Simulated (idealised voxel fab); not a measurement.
A process module follows: voxel released beams.
It is cross-section cut that appears here, measuring 210 nm in width, its square cells being 5 nm in size.
Cross-section spec: square-cell grid; bands listed top down; each band is one or more rows.
It is stipulated that each band's entry specify, in nanometres, the height of the top of the band and then that of its bottom, followed by the materials of the band in left-to-right sequence, each together with its width in nanometres. A single material marked by the word "everywhere" is understood to fill the band from edge to edge; the word "air" is understood to denote empty space.
It should be noted that heights are counted from 0, beneath which the wafer as supplied is of one material throughout, and that the lowest band possesses no lower boundary but continues downward, as written in "top 0, no bottom".
Top row gets the first number, bottom row gets the second, and each row in between changes by the same step: that is how a band width like "30->40" works.
Take "nothing altered" at face value: in the step it is given for, the cross-section changed in none of its cells.
Empty spaces counting at least 8 cells and having no open way to the top are listed in "Enclosed void entries". The notation width x height at distance is used for each, the distance being from the left edge and all three values in nm.
Note: text after step settings on the step line = simulator remark on that step.
"overlay nm" answers the question of how far to the right of plan the mask lay on a step that has a mask, and when it is negative the answer is to the left.

The following list gives the planned process steps
1,RECEIVE,material Si
2,CONFORMAL_DEP,material SiN,thk nm 10
3,DIRECTIONAL_DEP,material SiO2,thk nm 10
4,PATTERN,tone open,mask id ANCHOR,material resist,width nm 45,thk nm 20,overlay nm 0
5,DIRECTIONAL_ETCH,etch materials SiO2,depth nm 10
6,STRIP,etch materials resist
7,CONFORMAL_DEP,material W,thk nm 15
8,PATTERN,tone cover,mask id BEAM,material resist,width nm 115,thk nm 15,overlay nm 0
9,DIRECTIONAL_ETCH,etch materials W,depth nm 15
10,STRIP,etch materials resist
11,STRIP,etch materials SiO2

Delivered wafer in cross-section: state after step 1
top 0, no bottom: Si everywhere
Enclosed void entries: none

As-planned run: cross-section of the first of two wafers at end of module
top 35, bottom 25: air 45 nm, W 20 nm, air 15 nm, W 80 nm, air 50 nm
top 25, bottom 20: air 45 nm, W 115 nm, air 50 nm
top 20, bottom 10: air 50 nm, W 45 nm, air 115 nm
top 10, bottom 0: SiN everywhere
top 0, no bottom: Si everywhere
Enclosed void entries: none

Cross-sectional view of the second of two wafers upon completion of the module. This wafer shared its starting condition and process plan with the first; one error was made during its execution
top 35, bottom 25: air 45 nm, W 25 nm, air 10 nm, W 80 nm, air 50 nm
top 25, bottom 20: air 45 nm, W 115 nm, air 50 nm
top 20, bottom 10: air 55 nm, W 40 nm, air 115 nm
top 10, bottom 0: SiN everywhere
top 0, no bottom: Si everywhere
Enclosed void entries: none
Here's what went sideways: step 4 was run on a setting that differed from the plan, and what really ran there is PATTERN,tone open,mask id ANCHOR,material resist,width nm 40,thk nm 20,overlay nm 0
By the end, you'd get the same cell count for each material on either wafer, but the second wafer puts them somewhere else.
